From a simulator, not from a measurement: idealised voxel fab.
Presented below is a process module, voxel transistor to metal.
Square cells of 5 nm make up the cross-section cut, whose width is 205 nm.
For the purposes of this document, a cross-section shall be understood as a grid of square cells, specified as bands listed in top-to-bottom order, each band consisting of one or more rows of cells. Band: top height; bottom height; in nm. Then, left to right: material with width in nm, for each material. "everywhere": a single material spanning edge to edge. "empty": empty space. Beneath 0, the wafer as received is one material, and that level is where height counting begins. The lowest band goes on downward without a bottom; it is written like "0 nm and below". A width such as "30 to 40" changes by the same amount from each row of cells to the next, from the band's top row to its bottom row. "left unchanged" after a step means that no cell of the cross-section changed. "Enclosed internal cavities" contains a list of empty spaces, each no smaller than 8 cells and without an open way to the top, written in the form width x height at distance with the distance from the left edge and all three in nm. Post-settings text on a step line: simulator's own remark regarding the step. The "overlay nm" setting may appear on a step's line; for a step that uses a mask, it gives how far to the right of its planned position the mask lay, and a negative value indicates the left.

Here's what the planned process steps look like:
1 RECEIVE with material Si
2 OXIDIZE with depth nm 5
3 CONFORMAL_DEP with material SiN, thk nm 15
4 DIRECTIONAL_DEP with material aC, thk nm 10
5 PATTERN with tone cover, mask id ACTIVE, material resist, width nm 105, thk nm 25, overlay nm 0
6 DIRECTIONAL_ETCH with etch materials aC, depth nm 10
7 STRIP with etch materials resist
8 DIRECTIONAL_ETCH with etch materials SiN, depth nm 15
9 DIRECTIONAL_ETCH with etch materials SiO2, depth nm 5
10 DIRECTIONAL_ETCH with etch materials Si, depth nm 35
11 STRIP with etch materials aC
12 FILL_DEP with material SiO2, thk nm 15
13 CMP with height nm 15
14 SELECTIVE_ETCH with etch materials SiO2, depth nm 10
15 STRIP with etch materials SiN
16 SELECTIVE_ETCH with etch materials SiO2, depth nm 5
17 OXIDIZE with depth nm 5
18 DIRECTIONAL_DEP with material polySi, thk nm 20
19 DIRECTIONAL_DEP with material SiCN, thk nm 15
20 MASKED_ETCH with tone cover, mask id GATE, width nm 25, etch materials SiCN, depth nm 25, overlay nm 0
21 MASKED_ETCH with tone cover, mask id GATE, width nm 25, etch materials polySi, depth nm 30, overlay nm 0
22 CONFORMAL_DEP with material SiN, thk nm 10
23 DIRECTIONAL_ETCH with etch materials SiN, depth nm 10
24 DIRECTIONAL_ETCH with etch materials SiO2, depth nm 5
25 DIRECTIONAL_ETCH with etch materials Si, depth nm 15
26 EPI with material pSi, thk nm 15
27 FILL_DEP with material SiO2, thk nm 10
28 CMP with height nm 15
29 STRIP with etch materials polySi
30 SELECTIVE_ETCH with etch materials SiO2, depth nm 5
31 CONFORMAL_DEP with material HfO2, thk nm 5
32 CONFORMAL_DEP with material TiN, thk nm 5
33 FILL_DEP with material W, thk nm 5
34 CMP with height nm 10
35 DIRECTIONAL_DEP with material SiO2, thk nm 15
36 MASKED_ETCH with tone open, mask id CONTACT, width nm 15, pitch nm 80, etch materials SiO2, depth nm 20, overlay nm 0
37 CONFORMAL_DEP with material TiN, thk nm 5
38 FILL_DEP with material W, thk nm 5
39 CMP with height nm 25
40 CONFORMAL_DEP with material SiCN, thk nm 5
41 DIRECTIONAL_DEP with material SiO2, thk nm 25
42 DIRECTIONAL_DEP with material aC, thk nm 10
43 PATTERN with tone open, mask id METAL_1, material resist, width nm 15, pitch nm 80, thk nm 30, overlay nm 0
44 DIRECTIONAL_ETCH with etch materials aC, depth nm 10
45 STRIP with etch materials resist
46 DIRECTIONAL_ETCH with etch materials SiO2, depth nm 25
47 DIRECTIONAL_ETCH with etch materials SiCN, depth nm 5
48 STRIP with etch materials aC
49 CONFORMAL_DEP with material TiN, thk nm 5
50 FILL_DEP with material W, thk nm 5
51 CMP with height nm 55
52 EPI with material Ru, thk nm 5
53 FILL_DEP with material SiCN, thk nm 5

Step 1 complete: cross-section of the wafer as received:
	0 nm and below: Si everywhere
	Enclosed internal cavities: none

First of two wafers at the end of the module, shown in cross-section; run carried out as planned:
	65 nm to 60 nm: SiCN everywhere
	60 nm to 55 nm: 50 of SiCN; 25 of Ru; 55 of SiCN; 25 of Ru; 50 of SiCN
	55 nm to 30 nm: 55 of SiO2; 5 of TiN; 5 of W; 5 of TiN; 65 of SiO2; 5 of TiN; 5 of W; 5 of TiN; 55 of SiO2
	30 nm to 25 nm: 55 of SiCN; 15 of TiN; 65 of SiCN; 15 of TiN; 55 of SiCN
	25 nm to 10 nm: 55 of SiO2; 5 of TiN; 5 of W; 5 of TiN; 65 of SiO2; 5 of TiN; 5 of W; 5 of TiN; 55 of SiO2
	10 nm to 5 nm: 55 of SiO2; 15 of TiN; 10 of SiO2; 10 of SiN; 5 of HfO2; 5 of TiN; 5 of W; 5 of TiN; 5 of HfO2; 10 of SiN; 10 of SiO2; 15 of TiN; 55 of SiO2
	5 nm to 0 nm: 50 of SiO2; 30 of pSi; 10 of SiN; 5 of HfO2; 5 of TiN; 5 of W; 5 of TiN; 5 of HfO2; 10 of SiN; 30 of pSi; 50 of SiO2
	0 nm to -5 nm: 45 of SiO2; 10 of SiN; 25 of pSi; 10 of SiN; 5 of HfO2; 15 of TiN; 5 of HfO2; 10 of SiN; 25 of pSi; 10 of SiN; 45 of SiO2
	-5 nm to -10 nm: 55 of SiO2; 25 of pSi; 5 of SiO2; 35 of HfO2; 5 of SiO2; 25 of pSi; 55 of SiO2
	-10 nm to -25 nm: 50 of SiO2; 5 of Si; 25 of pSi; 45 of Si; 25 of pSi; 5 of Si; 50 of SiO2
	-25 nm to -40 nm: 50 of SiO2; 105 of Si; 50 of SiO2
	-40 nm and below: Si everywhere
	Enclosed internal cavities: none

Here is the second of the two wafers cut open at the end of the module - same start, same plan as the first one, but we made one mistake running it:
	65 nm to 60 nm: SiCN everywhere
	60 nm to 55 nm: 45 of SiCN; 35 of Ru; 45 of SiCN; 35 of Ru; 45 of SiCN
	55 nm to 30 nm: 50 of SiO2; 5 of TiN; 15 of W; 5 of TiN; 55 of SiO2; 5 of TiN; 15 of W; 5 of TiN; 50 of SiO2
	30 nm to 25 nm: 50 of SiCN; 25 of TiN; 55 of SiCN; 25 of TiN; 50 of SiCN
	25 nm to 10 nm: 55 of SiO2; 5 of TiN; 5 of W; 5 of TiN; 65 of SiO2; 5 of TiN; 5 of W; 5 of TiN; 55 of SiO2
	10 nm to 5 nm: 55 of SiO2; 15 of TiN; 10 of SiO2; 10 of SiN; 5 of HfO2; 5 of TiN; 5 of W; 5 of TiN; 5 of HfO2; 10 of SiN; 10 of SiO2; 15 of TiN; 55 of SiO2
	5 nm to 0 nm: 50 of SiO2; 30 of pSi; 10 of SiN; 5 of HfO2; 5 of TiN; 5 of W; 5 of TiN; 5 of HfO2; 10 of SiN; 30 of pSi; 50 of SiO2
	0 nm to -5 nm: 45 of SiO2; 10 of SiN; 25 of pSi; 10 of SiN; 5 of HfO2; 15 of TiN; 5 of HfO2; 10 of SiN; 25 of pSi; 10 of SiN; 45 of SiO2
	-5 nm to -10 nm: 55 of SiO2; 25 of pSi; 5 of SiO2; 35 of HfO2; 5 of SiO2; 25 of pSi; 55 of SiO2
	-10 nm to -25 nm: 50 of SiO2; 5 of Si; 25 of pSi; 45 of Si; 25 of pSi; 5 of Si; 50 of SiO2
	-25 nm to -40 nm: 50 of SiO2; 105 of Si; 50 of SiO2
	-40 nm and below: Si everywhere
	Enclosed internal cavities: none
The plan and the run diverged here: step 43 changed vs plan, executed as PATTERN with tone open, mask id METAL_1, material resist, width nm 25, pitch nm 80, thk nm 30, overlay nm 0
End check, counted in cells, second wafer has more or fewer of these materials than the first: +4 Ru, -8 SiCN, -20 SiO2, +4 TiN, +20 W
